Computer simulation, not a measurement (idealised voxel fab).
Name of the process module below: voxel tone inversion
Section shown: cut. Width: 165 nm. Cell size: 5 nm, square.
How to read a cross-section here: the picture is a grid of square cells, written as bands going from the top down, and any band can span one or more rows of cells.
This entry defines a band. It first specifies the height of the band's top and the height of its bottom in nm, and then specifies the band's materials from left to right, stating each material with its width in nm. The word "everywhere" identifies a single material that fills the band from edge to edge, while the word "blank" identifies empty space.
Note: height 0 marks the level under which the wafer is uniformly one material as received. Lowest band unbounded below, written "z 0 and below".
So if you see something like "30->40" for the width, read it as the top row of the band sitting at the first number and the bottom row at the second, with every row in between moving by the same amount as the last.
Step note "no modification" = no cross-section cell changed.
Listed in "Internal closed voids": every empty space of 8 or more cells without an open way to the top. Form: width x height at distance, the distance being from the left edge, all in nm.
Heads up: the bit after the settings on a step's line is the simulator's remark on that step.
overlay nm: mask offset rightward from planned place, masked step; negative means leftward offset.

## Intended process steps
- 1: RECEIVE: material Si
- 2: CONFORMAL_DEP: material SiCN, thk nm 5
- 3: DIRECTIONAL_DEP: material polySi, thk nm 15
- 4: PATTERN: tone cover, mask id POSTS, material resist, width nm 15, pitch nm 40, thk nm 20, overlay nm 0
- 5: DIRECTIONAL_ETCH: etch materials polySi, depth nm 15
- 6: STRIP: etch materials resist
- 7: FILL_DEP: material SiO2, thk nm 5
- 8: CMP: height nm 20
- 9: STRIP: etch materials polySi

## Delivered wafer in cross-section: state after step 1
z 0 and below | Si everywhere
Internal closed voids: none

## First of two wafers at the end of the module, shown in cross-section; run carried out as planned
z 20 to 5 | SiO2 55 | blank 15 | SiO2 25 | blank 15 | SiO2 55
z 5 to 0 | SiCN everywhere
z 0 and below | Si everywhere
Internal closed voids: none

## Wafer two (of two), end-of-module cross-section: start = wafer one, plan = wafer one, one run mistake
z 20 to 15 | SiCN everywhere
z 15 to 0 | polySi everywhere
z 0 and below | Si everywhere
Internal closed voids: none
Deviation noted in wafer processing: ran 2 and 3 in swapped order versus the plan
at the end the second wafer has, in cells: SiO2 -81; polySi +99
